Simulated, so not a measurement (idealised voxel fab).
The following process module bears the name voxel spacer lines.
Cross-sectional view cut (width: 255 nm; square cell size: 5 nm).
If you're reading a cross-section in this doc, picture square cells in a grid; it comes to you as bands, top ones listed first down to the bottom, and a band can be one or more rows of cells. Band: top and bottom heights (nm) first, top before bottom; then materials from left to right, widths in nm. "all across" marks a sole material filling the band edge to edge. "air" denotes empty space. Height reference: 0 = level under which incoming wafer is all one material. Lowest band: no bottom, runs on downward, e.g. "from 0 down". Graded width ("30..40"): value in top row of band = first number; value in bottom row = second number; row-to-row change constant. Any step labelled "no change occurred" changed none of the cells in the cross-section. Entry "Cavities, sealed" = empty spaces >= 8 cells with no open way to the top; each as width x height at distance, distance from left edge, all nm. Past the settings on a step's line: simulator remark, on that step. "overlay nm" denotes, for a step that has a mask, the displacement of the mask to the right of its planned place, with negative values corresponding to the left.

[Process steps (planned)]
1) RECEIVE | material Si
2) CONFORMAL_DEP | material Al2O3 | thk nm 10
3) DIRECTIONAL_DEP | material W | thk nm 15
4) DIRECTIONAL_DEP | material aC | thk nm 30
5) PATTERN | tone cover | mask id MANDREL | material resist | width nm 25 | pitch nm 80 | thk nm 40 | overlay nm -15
6) DIRECTIONAL_ETCH | etch materials aC | depth nm 30
7) STRIP | etch materials resist
8) CONFORMAL_DEP | material SiN | thk nm 15
9) DIRECTIONAL_ETCH | etch materials SiN | depth nm 15
10) STRIP | etch materials aC
11) DIRECTIONAL_ETCH | etch materials W | depth nm 15
12) STRIP | etch materials SiN
All wafers enter the flow in the same state. The overlay nm at step 5 differs from wafer to wafer, and the plan gives the value for the first wafer.

[Cross-section: the first of several wafers in its as-received state, i.e. following step 1]
> from 0 down: Si all across
> Cavities, sealed: none

[wafer rows; end of module; cells per material since receipt: (+) gained, (-) lost; then closed voids]
overlay nm -15 | +102 Al2O3 | +54 W | Cavities, sealed: none
overlay nm -10 | +102 Al2O3 | +54 W | Cavities, sealed: none
overlay nm -5 | +102 Al2O3 | +54 W | Cavities, sealed: none
overlay nm 0 | +102 Al2O3 | +54 W | Cavities, sealed: none
overlay nm 5 | +102 Al2O3 | +54 W | Cavities, sealed: none
overlay nm 10 | +102 Al2O3 | +54 W | Cavities, sealed: none
overlay nm 15 | +102 Al2O3 | +54 W | Cavities, sealed: none
